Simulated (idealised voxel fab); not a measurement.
voxel gate over fins: a process module
In the cross-section labelled cut, the width is 250 nm and each square cell is 5 nm.
Reading order for cross-sections: top band down to bottom band. Underlying form: a grid of square cells. Band size: one or more rows of cells.
A band entry consists of two parts. The first gives the height of the band's top and the height of its bottom, in nm. The rest lists the band's materials from left to right, each with its width in nm. A single material labelled with the word "everywhere" fills the band from edge to edge, and the word "blank" marks empty space.
Heights are expressed relative to 0, this being the level below which the as-received wafer comprises one material exclusively. The lowest band is unbounded in the downward direction and is denoted as in "0..down".
You'd read "30 to 40" like this: the band's top row of cells is as wide as the first number, its bottom row is as wide as the second, and going down, every row changes width by the same amount as the row before did.
Step note "remains unaltered" = no cross-section cell changed.
If an empty space has no open way to the top and is at least 8 cells in size, "Enclosed void listing" lists it, written width x height at distance, where distance is measured from the left edge and every value is in nm.
Read whatever lies past the settings on a step's line as the simulator's own remark about the step.
"overlay nm" answers the question of how far to the right of plan the mask lay on a step that has a mask, and when it is negative the answer is to the left.

[These are the steps we planned for the process]
1 RECEIVE | material Si
2 CONFORMAL_DEP | material SiN | thk nm 5
3 MASKED_ETCH | tone cover | mask id FINS | width nm 15 | pitch nm 35 | etch materials SiN | depth nm 5 | overlay nm 0
4 MASKED_ETCH | tone cover | mask id FINS | width nm 15 | pitch nm 35 | etch materials Si | depth nm 40 | overlay nm 0
5 FILL_DEP | material SiO2 | thk nm 10
6 CMP | height nm 5
7 SELECTIVE_ETCH | etch materials SiO2 | depth nm 15
8 STRIP | etch materials SiN
9 CONFORMAL_DEP | material HfO2 | thk nm 5
10 CONFORMAL_DEP | material TiN | thk nm 5
11 FILL_DEP | material W | thk nm 10
12 CMP | height nm 15
13 CONFORMAL_DEP | material SiCN | thk nm 10

[Wafer cross-section on receipt, i.e. after step 1]
  0..down = Si everywhere
  Enclosed void listing: none

[Cross-section taken at module completion on the first of two wafers; processed per the plan]
  25..15 = SiCN everywhere
  15..10 = W everywhere
  10..5 = W 90 / TiN 70 / W 90
  5..0 = W 90 / TiN 5 / HfO2 25 / TiN 10 / HfO2 25 / TiN 5 / W 90
  0..-5 = TiN 95 / HfO2 5 / Si 15 / HfO2 5 / TiN 10 / HfO2 5 / Si 15 / HfO2 5 / TiN 95
  -5..-10 = HfO2 100 / Si 15 / HfO2 20 / Si 15 / HfO2 100
  -10..-40 = SiO2 100 / Si 15 / SiO2 20 / Si 15 / SiO2 100
  -40..down = Si everywhere
  Enclosed void listing: none

[Second wafer through the module, sectioned at the end: same beginning and same plan as the first wafer, with one mistake in carrying it out]
  25..15 = SiCN everywhere
  15..5 = W everywhere
  5..0 = W 95 / TiN 25 / W 10 / TiN 25 / W 95
  0..-5 = W 95 / TiN 5 / Si 15 / TiN 5 / W 10 / TiN 5 / Si 15 / TiN 5 / W 95
  -5..-10 = TiN 100 / Si 15 / TiN 20 / Si 15 / TiN 100
  -10..-40 = SiO2 100 / Si 15 / SiO2 20 / Si 15 / SiO2 100
  -40..down = Si everywhere
  Enclosed void listing: none
Heads up, the wafer didn't run the way we planned it: step 9 from the plan never happened, it was just skipped
The second wafer ends with more or fewer cells of some materials than the first, per final count: -58 HfO2 | +58 W
